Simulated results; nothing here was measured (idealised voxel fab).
Process module heading - voxel trench capacitor
Xsec cut, 250 nm wide, square cell size 5 nm.
In what follows, cross-sections appear as grids of square cells, described through bands that run from the top down, where every band is one or more rows of cells.
In this notation a band is specified by the heights of its top and bottom, in that order and in nm, after which its materials appear from left to right, each paired with its width in nm. The word "full width" attached to a single material means that material fills the band from edge to edge; the word "blank" stands for empty space.
Heights are expressed relative to 0, this being the level below which the as-received wafer comprises one material exclusively. The lowest band is unbounded in the downward direction and is denoted as in "0 -> down".
Width: "30->40" (first number = top row, second number = bottom row, same change from row to row of cells).
"nothing altered" for a step: no cell of the cross-section changed in that step.
Empty spaces without an open route to the top, at least 8 cells in extent, make up the entry "Closed-off voids"; each is given as width x height at distance, where the distance is measured from the left edge, and all are in nm.
On each step's line, the part that comes after the settings is the simulator's own comment on the step.
"overlay nm" denotes, for a step that has a mask, the displacement of the mask to the right of its planned place, with negative values corresponding to the left.
# The planned process steps are enumerated hereunder
1. RECEIVE with material Si
2. CONFORMAL_DEP with material SiN, thk nm 10
3. DIRECTIONAL_DEP with material aC, thk nm 10
4. PATTERN with tone open, mask id TRENCH, material resist, width nm 15, pitch nm 40, thk nm 25, overlay nm 0
5. DIRECTIONAL_ETCH with etch materials aC, depth nm 10
6. STRIP with etch materials resist
7. DIRECTIONAL_ETCH with etch materials SiN, depth nm 10
8. DIRECTIONAL_ETCH with etch materials Si, depth nm 40
9. STRIP with etch materials aC
10. CONFORMAL_DEP with material SiO2, thk nm 5
11. FILL_DEP with material polySi, thk nm 10
12. CMP with height nm 10
# Received-state cross-section, reflecting completion of step 1
	0 -> down | Si full width
	Closed-off voids: none
# Here's the cross-section of the first of our two wafers at the end of the module - it ran as planned
	10 -> 0 | SiN 75 / SiO2 5 / polySi 5 / SiO2 5 / SiN 25 / SiO2 5 / polySi 5 / SiO2 5 / SiN 25 / SiO2 5 / polySi 5 / SiO2 5 / SiN 80
	0 -> -35 | Si 75 / SiO2 5 / polySi 5 / SiO2 5 / Si 25 / SiO2 5 / polySi 5 / SiO2 5 / Si 25 / SiO2 5 / polySi 5 / SiO2 5 / Si 80
	-35 -> -40 | Si 75 / SiO2 15 / Si 25 / SiO2 15 / Si 25 / SiO2 15 / Si 80
	-40 -> down | Si full width
	Closed-off voids: none
# End of module, second wafer, cross-section. Started like the first, planned like the first, run with one mistake
	10 -> 0 | SiN 75 / SiO2 5 / polySi 5 / SiO2 5 / SiN 25 / SiO2 5 / polySi 5 / SiO2 5 / SiN 25 / SiO2 5 / polySi 5 / SiO2 5 / SiN 80
	0 -> -40 | Si 75 / SiO2 5 / polySi 5 / SiO2 5 / Si 25 / SiO2 5 / polySi 5 / SiO2 5 / Si 25 / SiO2 5 / polySi 5 / SiO2 5 / Si 80
	-40 -> -45 | Si 75 / SiO2 15 / Si 25 / SiO2 15 / Si 25 / SiO2 15 / Si 80
	-45 -> down | Si full width
	Closed-off voids: none
Short version of what went wrong: step 8, actual vs plan mismatch, actual run DIRECTIONAL_ETCH with etch materials Si, depth nm 45
Counted in cells at the end, the second wafer holds more or fewer of these materials than the first: Si -9 | SiO2 +6 | polySi +3
